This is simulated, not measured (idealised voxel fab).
process module | voxel self aligned contacts
cross-section cut | 175 nm wide | cells 5 nm
A cross-section is a grid of square cells, given in bands from the top down. A band is one or more rows of cells.
Each band's line starts with the height of the band's top and of its bottom, in nm. Then come its materials from left to right, each with its width in nm. One material with "throughout" fills the band from edge to edge. "air" is empty space.
Height 0 is the level under which the wafer as received is all one material. The lowest band goes on downwards, as in "0 down".
A width such as "30 to 40" changes by the same amount from each row of cells to the next, from the band's top row to its bottom row.
"no change" after a step means that no cell of the cross-section changed.
closed voids: empty space of 8 cells or more with no open way to the top, each as width x height at its distance from the left edge, in nm
after a step's settings: what the simulator itself notes on the step
overlay nm, on a step with a mask: how far to the right of its planned place the mask lay; to the left if negative
Each pair below shows a cross-section before one step and the cross-section after it, down to the lowest band that changed. The line under each pair gives the step between them, with its settings. The pairs can come from different runs of this module on the same starting wafer, so a pair continues from the pair above only where its "before" says so.
before
  0 down: Si throughout
  closed voids: none
after
  0 to -5: SiO2 throughout
  below -5: unchanged
  closed voids: none
the step between: op OXIDIZE | depth nm 5
before: the cross-section after the pair above
after
  25 to 0: polySi throughout
  below 0: unchanged
  closed voids: none
the step between: op DIRECTIONAL_DEP | material polySi | thk nm 25
before: the cross-section after the pair above
after
  45 to 25: SiN throughout
  below 25: unchanged
  closed voids: none
the step between: op DIRECTIONAL_DEP | material SiN | thk nm 20
before: the cross-section after the pair above
after
  45 to 25: air 40 | SiN 25 | air 40 | SiN 25 | air 45
  below 25: unchanged
  closed voids: none
the step between: op MASKED_ETCH | tone cover | mask id GATE | width nm 25 | pitch nm 65 | etch materials SiN | depth nm 20 | overlay nm 0
before: the cross-section after the pair above
after
  45 to 25: air 40 | SiN 25 | air 40 | SiN 25 | air 45
  25 to 0: air 40 | polySi 25 | air 40 | polySi 25 | air 45
  below 0: unchanged
  closed voids: none
the step between: op MASKED_ETCH | tone cover | mask id GATE | width nm 25 | pitch nm 65 | etch materials polySi | depth nm 25 | overlay nm 0
before: the cross-section after the pair above
after
  55 to 25: air 30 | SiN 45 | air 20 | SiN 45 | air 35
  25 to 10: air 30 | SiN 10 | polySi 25 | SiN 10 | air 20 | SiN 10 | polySi 25 | SiN 10 | air 35
  10 to 0: SiN 40 | polySi 25 | SiN 40 | polySi 25 | SiN 45
  below 0: unchanged
  closed voids: none
the step between: op CONFORMAL_DEP | material SiN | thk nm 10
before: the cross-section after the pair above
after
  45 to 25: air 30 | SiN 45 | air 20 | SiN 45 | air 35
  25 to 0: air 30 | SiN 10 | polySi 25 | SiN 10 | air 20 | SiN 10 | polySi 25 | SiN 10 | air 35
  below 0: unchanged
  closed voids: none
the step between: op DIRECTIONAL_ETCH | etch materials SiN | depth nm 10
before: the cross-section after the pair above
after
  55 to 45: SiO2 throughout
  45 to 25: SiO2 30 | SiN 45 | SiO2 20 | SiN 45 | SiO2 35
  25 to 0: SiO2 30 | SiN 10 | polySi 25 | SiN 10 | SiO2 20 | SiN 10 | polySi 25 | SiN 10 | SiO2 35
  below 0: unchanged
  closed voids: none
the step between: op FILL_DEP | material SiO2 | thk nm 10
before: the cross-section after the pair above
after
  50 to 45: SiO2 throughout
  below 45: unchanged
  closed voids: none
the step between: op CMP | height nm 50
before: the cross-section after the pair above
after
  65 to 50: resist 60 | air 50 | resist 65
  below 50: unchanged
  closed voids: none
the step between: op PATTERN | tone open | mask id CONTACT | material resist | width nm 50 | thk nm 15 | overlay nm 0
before: the cross-section after the pair above
after
  65 to 50: resist 60 | air 50 | resist 65
  50 to 45: SiO2 60 | air 50 | SiO2 65
  45 to 25: SiO2 30 | SiN 45 | air 20 | SiN 45 | SiO2 35
  25 to 0: SiO2 30 | SiN 10 | polySi 25 | SiN 10 | air 20 | SiN 10 | polySi 25 | SiN 10 | SiO2 35
  0 to -5: SiO2 75 | air 20 | SiO2 80
  below -5: unchanged
  closed voids: none
the step between: op DIRECTIONAL_ETCH | etch materials SiO2 | depth nm 55
before: the cross-section after the pair above
after
  50 to 45: SiO2 60 | air 50 | SiO2 65
  below 45: unchanged
  closed voids: none
the step between: op STRIP | etch materials resist
before: the cross-section after the pair above
after
  55 to 50: TiN 65 | air 40 | TiN 70
  50 to 45: SiO2 60 | TiN 20 | air 10 | TiN 20 | SiO2 65
  45 to 25: SiO2 30 | SiN 45 | TiN 5 | air 10 | TiN 5 | SiN 45 | SiO2 35
  25 to 0: SiO2 30 | SiN 10 | polySi 25 | SiN 10 | TiN 5 | air 10 | TiN 5 | SiN 10 | polySi 25 | SiN 10 | SiO2 35
  0 to -5: SiO2 75 | TiN 20 | SiO2 80
  below -5: unchanged
  closed voids: none
the step between: op CONFORMAL_DEP | material TiN | thk nm 5
before: the cross-section after the pair above
after
  65 to 55: W throughout
  55 to 50: TiN 65 | W 40 | TiN 70
  50 to 45: SiO2 60 | TiN 20 | W 10 | TiN 20 | SiO2 65
  45 to 25: SiO2 30 | SiN 45 | TiN 5 | W 10 | TiN 5 | SiN 45 | SiO2 35
  25 to 0: SiO2 30 | SiN 10 | polySi 25 | SiN 10 | TiN 5 | W 10 | TiN 5 | SiN 10 | polySi 25 | SiN 10 | SiO2 35
  below 0: unchanged
  closed voids: none
the step between: op FILL_DEP | material W | thk nm 10
before: the cross-section after the pair above
after
  50 to 45: SiO2 60 | TiN 20 | W 10 | TiN 20 | SiO2 65
  below 45: unchanged
  closed voids: none
the step between: op CMP | height nm 50
before: the cross-section after the pair above
after
  55 to 50: SiCN throughout
  below 50: unchanged
  closed voids: none
the step between: op CONFORMAL_DEP | material SiCN | thk nm 5
before
  0 down: Si throughout
  closed voids: none
after
  25 to 0: polySi throughout
  below 0: unchanged
  closed voids: none
the step between: op DIRECTIONAL_DEP | material polySi | thk nm 25
before: the cross-section after the pair above
after
  45 to 25: SiN throughout
  below 25: unchanged
  closed voids: none
the step between: op DIRECTIONAL_DEP | material SiN | thk nm 20
before: the cross-section after the pair above
after
  45 to 25: air 40 | SiN 25 | air 40 | SiN 25 | air 45
  below 25: unchanged
  closed voids: none
the step between: op MASKED_ETCH | tone cover | mask id GATE | width nm 25 | pitch nm 65 | etch materials SiN | depth nm 20 | overlay nm 0
before: the cross-section after the pair above
after
  45 to 25: air 40 | SiN 25 | air 40 | SiN 25 | air 45
  25 to 0: air 40 | polySi 25 | air 40 | polySi 25 | air 45
  below 0: unchanged
  closed voids: none
the step between: op MASKED_ETCH | tone cover | mask id GATE | width nm 25 | pitch nm 65 | etch materials polySi | depth nm 25 | overlay nm 0
before: the cross-section after the pair above
after
  55 to 25: air 30 | SiN 45 | air 20 | SiN 45 | air 35
  25 to 10: air 30 | SiN 10 | polySi 25 | SiN 10 | air 20 | SiN 10 | polySi 25 | SiN 10 | air 35
  10 to 0: SiN 40 | polySi 25 | SiN 40 | polySi 25 | SiN 45
  below 0: unchanged
  closed voids: none
the step between: op CONFORMAL_DEP | material SiN | thk nm 10
before: the cross-section after the pair above
after
  45 to 25: air 30 | SiN 45 | air 20 | SiN 45 | air 35
  25 to 0: air 30 | SiN 10 | polySi 25 | SiN 10 | air 20 | SiN 10 | polySi 25 | SiN 10 | air 35
  below 0: unchanged
  closed voids: none
the step between: op DIRECTIONAL_ETCH | etch materials SiN | depth nm 10
before: the cross-section after the pair above
after
  55 to 45: SiO2 throughout
  45 to 25: SiO2 30 | SiN 45 | SiO2 20 | SiN 45 | SiO2 35
  25 to 0: SiO2 30 | SiN 10 | polySi 25 | SiN 10 | SiO2 20 | SiN 10 | polySi 25 | SiN 10 | SiO2 35
  below 0: unchanged
  closed voids: none
the step between: op FILL_DEP | material SiO2 | thk nm 10
before: the cross-section after the pair above
after
  50 to 45: SiO2 throughout
  below 45: unchanged
  closed voids: none
the step between: op CMP | height nm 50
before: the cross-section after the pair above
after
  65 to 50: resist 60 | air 50 | resist 65
  below 50: unchanged
  closed voids: none
the step between: op PATTERN | tone open | mask id CONTACT | material resist | width nm 50 | thk nm 15 | overlay nm 0
before: the cross-section after the pair above
after
  65 to 50: resist 60 | air 50 | resist 65
  50 to 45: SiO2 60 | air 50 | SiO2 65
  45 to 25: SiO2 30 | SiN 45 | air 20 | SiN 45 | SiO2 35
  25 to 0: SiO2 30 | SiN 10 | polySi 25 | SiN 10 | air 20 | SiN 10 | polySi 25 | SiN 10 | SiO2 35
  below 0: unchanged
  closed voids: none
the step between: op DIRECTIONAL_ETCH | etch materials SiO2 | depth nm 55
before: the cross-section after the pair above
after
  50 to 45: SiO2 60 | air 50 | SiO2 65
  below 45: unchanged
  closed voids: none
the step between: op STRIP | etch materials resist
before: the cross-section after the pair above
after
  55 to 50: TiN 65 | air 40 | TiN 70
  50 to 45: SiO2 60 | TiN 20 | air 10 | TiN 20 | SiO2 65
  45 to 25: SiO2 30 | SiN 45 | TiN 5 | air 10 | TiN 5 | SiN 45 | SiO2 35
  25 to 5: SiO2 30 | SiN 10 | polySi 25 | SiN 10 | TiN 5 | air 10 | TiN 5 | SiN 10 | polySi 25 | SiN 10 | SiO2 35
  5 to 0: SiO2 30 | SiN 10 | polySi 25 | SiN 10 | TiN 20 | SiN 10 | polySi 25 | SiN 10 | SiO2 35
  below 0: unchanged
  closed voids: none
the step between: op CONFORMAL_DEP | material TiN | thk nm 5
before: the cross-section after the pair above
after
  65 to 55: W throughout
  55 to 50: TiN 65 | W 40 | TiN 70
  50 to 45: SiO2 60 | TiN 20 | W 10 | TiN 20 | SiO2 65
  45 to 25: SiO2 30 | SiN 45 | TiN 5 | W 10 | TiN 5 | SiN 45 | SiO2 35
  25 to 5: SiO2 30 | SiN 10 | polySi 25 | SiN 10 | TiN 5 | W 10 | TiN 5 | SiN 10 | polySi 25 | SiN 10 | SiO2 35
  below 5: unchanged
  closed voids: none
the step between: op FILL_DEP | material W | thk nm 10
before: the cross-section after the pair above
after
  50 to 45: SiO2 60 | TiN 20 | W 10 | TiN 20 | SiO2 65
  below 45: unchanged
  closed voids: none
the step between: op CMP | height nm 50
before: the cross-section after the pair above
after
  55 to 50: SiCN throughout
  below 50: unchanged
  closed voids: none
the step between: op CONFORMAL_DEP | material SiCN | thk nm 5
before
  45 to 25: SiN throughout
  25 to 0: polySi throughout
  0 to -5: SiO2 throughout
  -5 down: Si throughout
  closed voids: none
after
  65 to 25: SiN throughout
  below 25: unchanged
  closed voids: none
the step between: op DIRECTIONAL_DEP | material SiN | thk nm 20
before: the cross-section after the pair above
after
  65 to 45: air 40 | SiN 25 | air 40 | SiN 25 | air 45
  below 45: unchanged
  closed voids: none
the step between: op MASKED_ETCH | tone cover | mask id GATE | width nm 25 | pitch nm 65 | etch materials SiN | depth nm 20 | overlay nm 0
before: the cross-section after the pair above
after
  75 to 55: air 30 | SiN 45 | air 20 | SiN 45 | air 35
  55 to 25: SiN throughout
  below 25: unchanged
  closed voids: none
the step between: op CONFORMAL_DEP | material SiN | thk nm 10
before: the cross-section after the pair above
after
  65 to 45: air 30 | SiN 45 | air 20 | SiN 45 | air 35
  below 45: unchanged
  closed voids: none
the step between: op DIRECTIONAL_ETCH | etch materials SiN | depth nm 10
before: the cross-section after the pair above
after
  75 to 65: SiO2 throughout
  65 to 45: SiO2 30 | SiN 45 | SiO2 20 | SiN 45 | SiO2 35
  below 45: unchanged
  closed voids: none
the step between: op FILL_DEP | material SiO2 | thk nm 10
before: the cross-section after the pair above
after
  50 to 45: SiO2 30 | SiN 45 | SiO2 20 | SiN 45 | SiO2 35
  below 45: unchanged
  closed voids: none
the step between: op CMP | height nm 50
before: the cross-section after the pair above
after
  65 to 50: resist 60 | air 50 | resist 65
  below 50: unchanged
  closed voids: none
the step between: op PATTERN | tone open | mask id CONTACT | material resist | width nm 50 | thk nm 15 | overlay nm 0
before: the cross-section after the pair above
after
  65 to 50: resist 60 | air 50 | resist 65
  50 to 45: SiO2 30 | SiN 45 | air 20 | SiN 45 | SiO2 35
  below 45: unchanged
  closed voids: none
the step between: op DIRECTIONAL_ETCH | etch materials SiO2 | depth nm 55
before: the cross-section after the pair above
after
  50 to 45: SiO2 30 | SiN 45 | air 20 | SiN 45 | SiO2 35
  below 45: unchanged
  closed voids: none
the step between: op STRIP | etch materials resist
before: the cross-section after the pair above
after
  55 to 50: TiN 80 | air 10 | TiN 85
  50 to 45: SiO2 30 | SiN 45 | TiN 20 | SiN 45 | SiO2 35
  below 45: unchanged
  closed voids: none
the step between: op CONFORMAL_DEP | material TiN | thk nm 5
before: the cross-section after the pair above
after
  65 to 55: W throughout
  55 to 50: TiN 80 | W 10 | TiN 85
  below 50: unchanged
  closed voids: none
the step between: op FILL_DEP | material W | thk nm 10
before: the cross-section after the pair above
after
  50 to 45: SiO2 30 | SiN 45 | TiN 20 | SiN 45 | SiO2 35
  below 45: unchanged
  closed voids: none
the step between: op CMP | height nm 50
before: the cross-section after the pair above
after
  55 to 50: SiCN throughout
  below 50: unchanged
  closed voids: none
the step between: op CONFORMAL_DEP | material SiCN | thk nm 5
before
  0 to -5: SiO2 throughout
  -5 down: Si throughout
  closed voids: none
after
  20 to 0: SiN throughout
  below 0: unchanged
  closed voids: none
the step between: op DIRECTIONAL_DEP | material SiN | thk nm 20
before: the cross-section after the pair above
after
  45 to 20: polySi throughout
  below 20: unchanged
  closed voids: none
the step between: op DIRECTIONAL_DEP | material polySi | thk nm 25
before: the cross-section after the pair above
after
  45 to 20: air 40 | polySi 25 | air 40 | polySi 25 | air 45
  below 20: unchanged
  closed voids: none
the step between: op MASKED_ETCH | tone cover | mask id GATE | width nm 25 | pitch nm 65 | etch materials polySi | depth nm 25 | overlay nm 0
before: the cross-section after the pair above
after
  55 to 45: air 30 | SiN 45 | air 20 | SiN 45 | air 35
  45 to 30: air 30 | SiN 10 | polySi 25 | SiN 10 | air 20 | SiN 10 | polySi 25 | SiN 10 | air 35
  30 to 20: SiN 40 | polySi 25 | SiN 40 | polySi 25 | SiN 45
  below 20: unchanged
  closed voids: none
the step between: op CONFORMAL_DEP | material SiN | thk nm 10
before: the cross-section after the pair above
after
  45 to 20: air 30 | SiN 10 | polySi 25 | SiN 10 | air 20 | SiN 10 | polySi 25 | SiN 10 | air 35
  below 20: unchanged
  closed voids: none
the step between: op DIRECTIONAL_ETCH | etch materials SiN | depth nm 10
before: the cross-section after the pair above
after
  55 to 45: SiO2 throughout
  45 to 20: SiO2 30 | SiN 10 | polySi 25 | SiN 10 | SiO2 20 | SiN 10 | polySi 25 | SiN 10 | SiO2 35
  below 20: unchanged
  closed voids: none
the step between: op FILL_DEP | material SiO2 | thk nm 10
before: the cross-section after the pair above
after
  50 to 45: SiO2 throughout
  below 45: unchanged
  closed voids: none
the step between: op CMP | height nm 50
before: the cross-section after the pair above
after
  65 to 50: resist 60 | air 50 | resist 65
  below 50: unchanged
  closed voids: none
the step between: op PATTERN | tone open | mask id CONTACT | material resist | width nm 50 | thk nm 15 | overlay nm 0
before: the cross-section after the pair above
after
  65 to 50: resist 60 | air 50 | resist 65
  50 to 45: SiO2 60 | air 50 | SiO2 65
  45 to 20: SiO2 30 | SiN 10 | polySi 25 | SiN 10 | air 20 | SiN 10 | polySi 25 | SiN 10 | SiO2 35
  below 20: unchanged
  closed voids: none
the step between: op DIRECTIONAL_ETCH | etch materials SiO2 | depth nm 55
before: the cross-section after the pair above
after
  50 to 45: SiO2 60 | air 50 | SiO2 65
  below 45: unchanged
  closed voids: none
the step between: op STRIP | etch materials resist
before: the cross-section after the pair above
after
  55 to 50: TiN 65 | air 40 | TiN 70
  50 to 45: SiO2 60 | TiN 20 | air 10 | TiN 20 | SiO2 65
  45 to 25: SiO2 30 | SiN 10 | polySi 25 | SiN 10 | TiN 5 | air 10 | TiN 5 | SiN 10 | polySi 25 | SiN 10 | SiO2 35
  25 to 20: SiO2 30 | SiN 10 | polySi 25 | SiN 10 | TiN 20 | SiN 10 | polySi 25 | SiN 10 | SiO2 35
  below 20: unchanged
  closed voids: none
the step between: op CONFORMAL_DEP | material TiN | thk nm 5
before: the cross-section after the pair above
after
  65 to 55: W throughout
  55 to 50: TiN 65 | W 40 | TiN 70
  50 to 45: SiO2 60 | TiN 20 | W 10 | TiN 20 | SiO2 65
  45 to 25: SiO2 30 | SiN 10 | polySi 25 | SiN 10 | TiN 5 | W 10 | TiN 5 | SiN 10 | polySi 25 | SiN 10 | SiO2 35
  below 25: unchanged
  closed voids: none
the step between: op FILL_DEP | material W | thk nm 10
before: the cross-section after the pair above
after
  50 to 45: SiO2 60 | TiN 20 | W 10 | TiN 20 | SiO2 65
  below 45: unchanged
  closed voids: none
the step between: op CMP | height nm 50
before: the cross-section after the pair above
after
  55 to 50: SiCN throughout
  below 50: unchanged
  closed voids: none
the step between: op CONFORMAL_DEP | material SiCN | thk nm 5
before
  45 to 25: air 40 | SiN 25 | air 40 | SiN 25 | air 45
  25 to 0: polySi throughout
  0 to -5: SiO2 throughout
  -5 down: Si throughout
  closed voids: none
after
  45 to 25: air 40 | SiN 25 | air 40 | SiN 25 | air 45
  25 to 10: air 40 | polySi 25 | air 40 | polySi 25 | air 45
  below 10: unchanged
  closed voids: none
the step between: op MASKED_ETCH | tone cover | mask id GATE | width nm 25 | pitch nm 65 | etch materials polySi | depth nm 15 | overlay nm 0
before: the cross-section after the pair above
after
  55 to 25: air 30 | SiN 45 | air 20 | SiN 45 | air 35
  25 to 20: air 30 | SiN 10 | polySi 25 | SiN 10 | air 20 | SiN 10 | polySi 25 | SiN 10 | air 35
  20 to 10: SiN 40 | polySi 25 | SiN 40 | polySi 25 | SiN 45
  below 10: unchanged
  closed voids: none
the step between: op CONFORMAL_DEP | material SiN | thk nm 10
before: the cross-section after the pair above
after
  45 to 25: air 30 | SiN 45 | air 20 | SiN 45 | air 35
  25 to 10: air 30 | SiN 10 | polySi 25 | SiN 10 | air 20 | SiN 10 | polySi 25 | SiN 10 | air 35
  below 10: unchanged
  closed voids: none
the step between: op DIRECTIONAL_ETCH | etch materials SiN | depth nm 10
before: the cross-section after the pair above
after
  55 to 45: SiO2 throughout
  45 to 25: SiO2 30 | SiN 45 | SiO2 20 | SiN 45 | SiO2 35
  25 to 10: SiO2 30 | SiN 10 | polySi 25 | SiN 10 | SiO2 20 | SiN 10 | polySi 25 | SiN 10 | SiO2 35
  below 10: unchanged
  closed voids: none
the step between: op FILL_DEP | material SiO2 | thk nm 10
before: the cross-section after the pair above
after
  50 to 45: SiO2 throughout
  below 45: unchanged
  closed voids: none
the step between: op CMP | height nm 50
before: the cross-section after the pair above
after
  65 to 50: resist 60 | air 50 | resist 65
  below 50: unchanged
  closed voids: none
the step between: op PATTERN | tone open | mask id CONTACT | material resist | width nm 50 | thk nm 15 | overlay nm 0
before: the cross-section after the pair above
after
  65 to 50: resist 60 | air 50 | resist 65
  50 to 45: SiO2 60 | air 50 | SiO2 65
  45 to 25: SiO2 30 | SiN 45 | air 20 | SiN 45 | SiO2 35
  25 to 10: SiO2 30 | SiN 10 | polySi 25 | SiN 10 | air 20 | SiN 10 | polySi 25 | SiN 10 | SiO2 35
  below 10: unchanged
  closed voids: none
the step between: op DIRECTIONAL_ETCH | etch materials SiO2 | depth nm 55
before: the cross-section after the pair above
after
  50 to 45: SiO2 60 | air 50 | SiO2 65
  below 45: unchanged
  closed voids: none
the step between: op STRIP | etch materials resist
before: the cross-section after the pair above
after
  55 to 50: TiN 65 | air 40 | TiN 70
  50 to 45: SiO2 60 | TiN 20 | air 10 | TiN 20 | SiO2 65
  45 to 25: SiO2 30 | SiN 45 | TiN 5 | air 10 | TiN 5 | SiN 45 | SiO2 35
  25 to 15: SiO2 30 | SiN 10 | polySi 25 | SiN 10 | TiN 5 | air 10 | TiN 5 | SiN 10 | polySi 25 | SiN 10 | SiO2 35
  15 to 10: SiO2 30 | SiN 10 | polySi 25 | SiN 10 | TiN 20 | SiN 10 | polySi 25 | SiN 10 | SiO2 35
  below 10: unchanged
  closed voids: none
the step between: op CONFORMAL_DEP | material TiN | thk nm 5
before: the cross-section after the pair above
after
  65 to 55: W throughout
  55 to 50: TiN 65 | W 40 | TiN 70
  50 to 45: SiO2 60 | TiN 20 | W 10 | TiN 20 | SiO2 65
  45 to 25: SiO2 30 | SiN 45 | TiN 5 | W 10 | TiN 5 | SiN 45 | SiO2 35
  25 to 15: SiO2 30 | SiN 10 | polySi 25 | SiN 10 | TiN 5 | W 10 | TiN 5 | SiN 10 | polySi 25 | SiN 10 | SiO2 35
  below 15: unchanged
  closed voids: none
the step between: op FILL_DEP | material W | thk nm 10
before: the cross-section after the pair above
after
  50 to 45: SiO2 60 | TiN 20 | W 10 | TiN 20 | SiO2 65
  below 45: unchanged
  closed voids: none
the step between: op CMP | height nm 50
before: the cross-section after the pair above
after
  55 to 50: SiCN throughout
  below 50: unchanged
  closed voids: none
the step between: op CONFORMAL_DEP | material SiCN | thk nm 5
before
  50 to 45: SiO2 throughout
  45 to 25: SiO2 30 | SiN 45 | SiO2 20 | SiN 45 | SiO2 35
  25 to 0: SiO2 30 | SiN 10 | polySi 25 | SiN 10 | SiO2 20 | SiN 10 | polySi 25 | SiN 10 | SiO2 35
  0 to -5: SiO2 throughout
  -5 down: Si throughout
  closed voids: none
after
  65 to 50: resist 65 | air 45 | resist 65
  below 50: unchanged
  closed voids: none
the step between: op PATTERN | tone open | mask id CONTACT | material resist | width nm 45 | thk nm 15 | overlay nm 0
before: the cross-section after the pair above
after
  65 to 50: resist 65 | air 45 | resist 65
  50 to 45: SiO2 65 | air 45 | SiO2 65
  45 to 25: SiO2 30 | SiN 45 | air 20 | SiN 45 | SiO2 35
  25 to 0: SiO2 30 | SiN 10 | polySi 25 | SiN 10 | air 20 | SiN 10 | polySi 25 | SiN 10 | SiO2 35
  0 to -5: SiO2 75 | air 20 | SiO2 80
  below -5: unchanged
  closed voids: none
the step between: op DIRECTIONAL_ETCH | etch materials SiO2 | depth nm 55
before: the cross-section after the pair above
after
  50 to 45: SiO2 65 | air 45 | SiO2 65
  below 45: unchanged
  closed voids: none
the step between: op STRIP | etch materials resist
before: the cross-section after the pair above
after
  55 to 50: TiN 70 | air 35 | TiN 70
  50 to 45: SiO2 65 | TiN 15 | air 10 | TiN 20 | SiO2 65
  45 to 25: SiO2 30 | SiN 45 | TiN 5 | air 10 | TiN 5 | SiN 45 | SiO2 35
  25 to 0: SiO2 30 | SiN 10 | polySi 25 | SiN 10 | TiN 5 | air 10 | TiN 5 | SiN 10 | polySi 25 | SiN 10 | SiO2 35
  0 to -5: SiO2 75 | TiN 20 | SiO2 80
  below -5: unchanged
  closed voids: none
the step between: op CONFORMAL_DEP | material TiN | thk nm 5
before: the cross-section after the pair above
after
  65 to 55: W throughout
  55 to 50: TiN 70 | W 35 | TiN 70
  50 to 45: SiO2 65 | TiN 15 | W 10 | TiN 20 | SiO2 65
  45 to 25: SiO2 30 | SiN 45 | TiN 5 | W 10 | TiN 5 | SiN 45 | SiO2 35
  25 to 0: SiO2 30 | SiN 10 | polySi 25 | SiN 10 | TiN 5 | W 10 | TiN 5 | SiN 10 | polySi 25 | SiN 10 | SiO2 35
  below 0: unchanged
  closed voids: none
the step between: op FILL_DEP | material W | thk nm 10
before: the cross-section after the pair above
after
  50 to 45: SiO2 65 | TiN 15 | W 10 | TiN 20 | SiO2 65
  below 45: unchanged
  closed voids: none
the step between: op CMP | height nm 50
before: the cross-section after the pair above
after
  55 to 50: SiCN throughout
  below 50: unchanged
  closed voids: none
the step between: op CONFORMAL_DEP | material SiCN | thk nm 5
before
  50 to 45: SiO2 throughout
  45 to 25: SiO2 30 | SiN 45 | SiO2 20 | SiN 45 | SiO2 35
  25 to 0: SiO2 30 | SiN 10 | polySi 25 | SiN 10 | SiO2 20 | SiN 10 | polySi 25 | SiN 10 | SiO2 35
  0 to -5: SiO2 throughout
  -5 down: Si throughout
  closed voids: none
after
  65 to 50: resist 65 | air 50 | resist 60
  below 50: unchanged
  closed voids: none
the step between: op PATTERN | tone open | mask id CONTACT | material resist | width nm 50 | thk nm 15 | overlay nm 5
before: the cross-section after the pair above
after
  65 to 50: resist 65 | air 50 | resist 60
  50 to 45: SiO2 65 | air 50 | SiO2 60
  45 to 25: SiO2 30 | SiN 45 | air 20 | SiN 45 | SiO2 35
  25 to 0: SiO2 30 | SiN 10 | polySi 25 | SiN 10 | air 20 | SiN 10 | polySi 25 | SiN 10 | SiO2 35
  0 to -5: SiO2 75 | air 20 | SiO2 80
  below -5: unchanged
  closed voids: none
the step between: op DIRECTIONAL_ETCH | etch materials SiO2 | depth nm 55
before: the cross-section after the pair above
after
  50 to 45: SiO2 65 | air 50 | SiO2 60
  below 45: unchanged
  closed voids: none
the step between: op STRIP | etch materials resist
before: the cross-section after the pair above
after
  55 to 50: TiN 70 | air 40 | TiN 65
  50 to 45: SiO2 65 | TiN 15 | air 10 | TiN 25 | SiO2 60
  45 to 25: SiO2 30 | SiN 45 | TiN 5 | air 10 | TiN 5 | SiN 45 | SiO2 35
  25 to 0: SiO2 30 | SiN 10 | polySi 25 | SiN 10 | TiN 5 | air 10 | TiN 5 | SiN 10 | polySi 25 | SiN 10 | SiO2 35
  0 to -5: SiO2 75 | TiN 20 | SiO2 80
  below -5: unchanged
  closed voids: none
the step between: op CONFORMAL_DEP | material TiN | thk nm 5
before: the cross-section after the pair above
after
  65 to 55: W throughout
  55 to 50: TiN 70 | W 40 | TiN 65
  50 to 45: SiO2 65 | TiN 15 | W 10 | TiN 25 | SiO2 60
  45 to 25: SiO2 30 | SiN 45 | TiN 5 | W 10 | TiN 5 | SiN 45 | SiO2 35
  25 to 0: SiO2 30 | SiN 10 | polySi 25 | SiN 10 | TiN 5 | W 10 | TiN 5 | SiN 10 | polySi 25 | SiN 10 | SiO2 35
  below 0: unchanged
  closed voids: none
the step between: op FILL_DEP | material W | thk nm 10
before: the cross-section after the pair above
after
  50 to 45: SiO2 65 | TiN 15 | W 10 | TiN 25 | SiO2 60
  below 45: unchanged
  closed voids: none
the step between: op CMP | height nm 50
before: the cross-section after the pair above
after
  55 to 50: SiCN throughout
  below 50: unchanged
  closed voids: none
the step between: op CONFORMAL_DEP | material SiCN | thk nm 5
before
  45 to 25: air 30 | SiN 45 | air 20 | SiN 45 | air 35
  25 to 0: air 30 | SiN 10 | polySi 25 | SiN 10 | air 20 | SiN 10 | polySi 25 | SiN 10 | air 35
  0 to -5: SiO2 throughout
  -5 down: Si throughout
  closed voids: none
after
  55 to 25: SiN throughout
  25 to 0: SiN 40 | polySi 25 | SiN 40 | polySi 25 | SiN 45
  below 0: unchanged
  closed voids: none
the step between: op FILL_DEP | material SiN | thk nm 10
before: the cross-section after the pair above
after
  50 to 25: SiN throughout
  below 25: unchanged
  closed voids: none
the step between: op CMP | height nm 50
before: the cross-section after the pair above
after
  65 to 50: resist 60 | air 50 | resist 65
  below 50: unchanged
  closed voids: none
the step between: op PATTERN | tone open | mask id CONTACT | material resist | width nm 50 | thk nm 15 | overlay nm 0
before: the cross-section after the pair above
after
  50 to 25: SiN throughout
  below 25: unchanged
  closed voids: none
the step between: op STRIP | etch materials resist
before: the cross-section after the pair above
after
  55 to 50: TiN throughout
  below 50: unchanged
  closed voids: none
the step between: op CONFORMAL_DEP | material TiN | thk nm 5
before: the cross-section after the pair above
after
  65 to 55: W throughout
  below 55: unchanged
  closed voids: none
the step between: op FILL_DEP | material W | thk nm 10
before: the cross-section after the pair above
after
  50 to 25: SiN throughout
  below 25: unchanged
  closed voids: none
the step between: op CMP | height nm 50
before: the cross-section after the pair above
after
  55 to 50: SiCN throughout
  below 50: unchanged
  closed voids: none
the step between: op CONFORMAL_DEP | material SiCN | thk nm 5
before
  45 to 25: SiN throughout
  25 to 0: polySi throughout
  0 to -5: SiO2 throughout
  -5 down: Si throughout
  closed voids: none
after
  45 to 25: SiN 40 | air 25 | SiN 40 | air 25 | SiN 45
  below 25: unchanged
  closed voids: none
the step between: op MASKED_ETCH | tone open | mask id GATE | width nm 25 | pitch nm 65 | etch materials SiN | depth nm 20 | overlay nm 0
before: the cross-section after the pair above
after
  55 to 35: SiN 50 | air 5 | SiN 60 | air 5 | SiN 55
  35 to 25: SiN throughout
  below 25: unchanged
  closed voids: none
the step between: op CONFORMAL_DEP | material SiN | thk nm 10
before: the cross-section after the pair above
after
  45 to 25: SiN 50 | air 5 | SiN 60 | air 5 | SiN 55
  below 25: unchanged
  closed voids: none
the step between: op DIRECTIONAL_ETCH | etch materials SiN | depth nm 10
before: the cross-section after the pair above
after
  55 to 45: SiO2 throughout
  45 to 25: SiN 50 | SiO2 5 | SiN 60 | SiO2 5 | SiN 55
  below 25: unchanged
  closed voids: none
the step between: op FILL_DEP | material SiO2 | thk nm 10
before: the cross-section after the pair above
after
  50 to 45: SiO2 throughout
  below 45: unchanged
  closed voids: none
the step between: op CMP | height nm 50
before: the cross-section after the pair above
after
  65 to 50: resist 60 | air 50 | resist 65
  below 50: unchanged
  closed voids: none
the step between: op PATTERN | tone open | mask id CONTACT | material resist | width nm 50 | thk nm 15 | overlay nm 0
before: the cross-section after the pair above
after
  65 to 50: resist 60 | air 50 | resist 65
  50 to 45: SiO2 60 | air 50 | SiO2 65
  below 45: unchanged
  closed voids: none
the step between: op DIRECTIONAL_ETCH | etch materials SiO2 | depth nm 55
before: the cross-section after the pair above
after
  50 to 45: SiO2 60 | air 50 | SiO2 65
  below 45: unchanged
  closed voids: none
the step between: op STRIP | etch materials resist
before: the cross-section after the pair above
after
  55 to 50: TiN 65 | air 40 | TiN 70
  50 to 45: SiO2 60 | TiN 50 | SiO2 65
  below 45: unchanged
  closed voids: none
the step between: op CONFORMAL_DEP | material TiN | thk nm 5
before: the cross-section after the pair above
after
  65 to 55: W throughout
  55 to 50: TiN 65 | W 40 | TiN 70
  below 50: unchanged
  closed voids: none
the step between: op FILL_DEP | material W | thk nm 10
before: the cross-section after the pair above
after
  50 to 45: SiO2 60 | TiN 50 | SiO2 65
  below 45: unchanged
  closed voids: none
the step between: op CMP | height nm 50
before: the cross-section after the pair above
after
  55 to 50: SiCN throughout
  below 50: unchanged
  closed voids: none
the step between: op CONFORMAL_DEP | material SiCN | thk nm 5
